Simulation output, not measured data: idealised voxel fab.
Title: Process Module voxel air gaps
Xsec cut, 300 nm wide, square cell size 5 nm.
Bands, listed from the top down, are how a cross-section gets written in this document; the cross-section itself is a grid of square cells, and a band is one or more rows of them.
This entry defines a band. It first specifies the height of the band's top and the height of its bottom in nm, and then specifies the band's materials from left to right, stating each material with its width in nm. The word "everywhere" identifies a single material that fills the band from edge to edge, while the word "empty" identifies empty space.
Basically, 0 is our baseline, since under it the wafer straight out of the box is all one material. The bottom band has no lower end and keeps on going down, so it looks like "0 -> down".
Graded width ("30..40"): value in top row of band = first number; value in bottom row = second number; row-to-row change constant.
The cross-section has no changed cell in any step marked "no change".
"Unvented internal voids": sealed empty spaces, 8 cells or more, no open way to top, listed width x height at distance, with distance from the left edge and width, height and distance in nm.
Post-settings text on a step line: simulator's own remark regarding the step.
The setting "overlay nm" may be written on the line of a step. When the step uses a mask, the value reports how far to the right of the planned place the mask lay, and a negative value reports that it lay to the left.

Process steps (planned):
- 1: op RECEIVE | material Si
- 2: op CONFORMAL_DEP | material SiO2 | thk nm 15
- 3: op CONFORMAL_DEP | material SiN | thk nm 5
- 4: op DIRECTIONAL_DEP | material lowk | thk nm 30
- 5: op MASKED_ETCH | tone open | mask id LINES | width nm 25 | pitch nm 55 | etch materials lowk | depth nm 30 | overlay nm 0
- 6: op CONFORMAL_DEP | material TiN | thk nm 5
- 7: op FILL_DEP | material Ru | thk nm 5
- 8: op CMP | height nm 50
- 9: op EPI | material Ru | thk nm 10
- 10: op SELECTIVE_ETCH | etch materials lowk | depth nm 40
- 11: op CONFORMAL_DEP | material SiN | thk nm 5

Cross-section of the incoming wafer, state after step 1:
  0 -> down | Si everywhere
  Unvented internal voids: none

First of two wafers at the end of the module, shown in cross-section; run carried out as planned:
  65 -> 60 | empty: 65  SiN: 165  empty: 70
  60 -> 50 | empty: 65  SiN: 5  Ru: 45  SiN: 10  Ru: 45  SiN: 10  Ru: 45  SiN: 5  empty: 70
  50 -> 45 | empty: 65  SiN: 15  TiN: 5  Ru: 15  TiN: 5  SiN: 30  TiN: 5  Ru: 15  TiN: 5  SiN: 30  TiN: 5  Ru: 15  TiN: 5  SiN: 15  empty: 70
  45 -> 25 | empty: 75  SiN: 5  TiN: 5  Ru: 15  TiN: 5  SiN: 5  empty: 20  SiN: 5  TiN: 5  Ru: 15  TiN: 5  SiN: 5  empty: 20  SiN: 5  TiN: 5  Ru: 15  TiN: 5  SiN: 5  empty: 80
  25 -> 20 | SiN: 80  TiN: 25  SiN: 30  TiN: 25  SiN: 30  TiN: 25  SiN: 85
  20 -> 15 | SiN everywhere
  15 -> 0 | SiO2 everywhere
  0 -> down | Si everywhere
  Unvented internal voids: 20 x 20 at 110; 20 x 20 at 165

This is the second of the two wafers, cross-sectioned at the end of the module; it started exactly like the first and was given the same plan, but it was run with one mistake:
  65 -> 60 | empty: 70  SiN: 165  empty: 65
  60 -> 50 | empty: 70  SiN: 5  Ru: 45  SiN: 10  Ru: 45  SiN: 10  Ru: 45  SiN: 5  empty: 65
  50 -> 45 | empty: 70  SiN: 15  TiN: 5  Ru: 15  TiN: 5  SiN: 30  TiN: 5  Ru: 15  TiN: 5  SiN: 30  TiN: 5  Ru: 15  TiN: 5  SiN: 15  empty: 65
  45 -> 25 | empty: 80  SiN: 5  TiN: 5  Ru: 15  TiN: 5  SiN: 5  empty: 20  SiN: 5  TiN: 5  Ru: 15  TiN: 5  SiN: 5  empty: 20  SiN: 5  TiN: 5  Ru: 15  TiN: 5  SiN: 5  empty: 75
  25 -> 20 | SiN: 85  TiN: 25  SiN: 30  TiN: 25  SiN: 30  TiN: 25  SiN: 80
  20 -> 15 | SiN everywhere
  15 -> 0 | SiO2 everywhere
  0 -> down | Si everywhere
  Unvented internal voids: 20 x 20 at 115; 20 x 20 at 170
What went wrong in running the wafer? planned and actual differ for step 5; actual: op MASKED_ETCH | tone open | mask id LINES | width nm 25 | pitch nm 55 | etch materials lowk | depth nm 30 | overlay nm 5
Cell counts per material: same on both final wafers. Positions: different.
